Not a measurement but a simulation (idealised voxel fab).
process module | voxel local oxidation
cross-section cut | 220 nm wide | cells 5 nm
A cross-section is a grid of square cells, given in bands from the top down. A band is one or more rows of cells.
Each band's line starts with the height of the band's top and of its bottom, in nm. Then come its materials from left to right, each with its width in nm. One material with "throughout" fills the band from edge to edge. "air" is empty space.
Height 0 is the level under which the wafer as received is all one material. The lowest band goes on downwards, as in "0 down".
A width such as "30 to 40" changes by the same amount from each row of cells to the next, from the band's top row to its bottom row.
"no change" after a step means that no cell of the cross-section changed.
closed voids: empty space of 8 cells or more with no open way to the top, each as width x height at its distance from the left edge, in nm
after a step's settings: what the simulator itself notes on the step
overlay nm, on a step with a mask: how far to the right of its planned place the mask lay; to the left if negative
plan
1 op RECEIVE | material Si
2 op OXIDIZE | depth nm 5
3 op CONFORMAL_DEP | material SiN | thk nm 10
4 op DIRECTIONAL_DEP | material aC | thk nm 10
5 op PATTERN | tone cover | mask id ACTIVE | material resist | width nm 115 | thk nm 25 | overlay nm 0
6 op DIRECTIONAL_ETCH | etch materials aC | depth nm 10
7 op STRIP | etch materials resist
8 op DIRECTIONAL_ETCH | etch materials SiN | depth nm 10
9 op STRIP | etch materials aC
10 op SELECTIVE_ETCH | etch materials SiO2 | depth nm 5
11 op OXIDIZE | depth nm 15
12 op STRIP | etch materials SiN
as received, after step 1
  0 down: Si throughout
  closed voids: none
first wafer at the end, as planned
  0 to -5: air 55 | SiO2 105 | air 60
  -5 to -20: SiO2 70 | Si 75 | SiO2 75
  -20 down: Si throughout
  closed voids: none
second wafer at the end: like start, like plan, one mistake
  0 to -5: air 55 | SiO2 110 | air 55
  -5 to -20: SiO2 70 | Si 80 | SiO2 70
  -20 down: Si throughout
  closed voids: none
what went wrong: step 5 ran as: op PATTERN | tone cover | mask id ACTIVE | material resist | width nm 120 | thk nm 25 | overlay nm 0
at the end the second wafer has, in cells: 3 more of Si | 2 fewer of SiO2
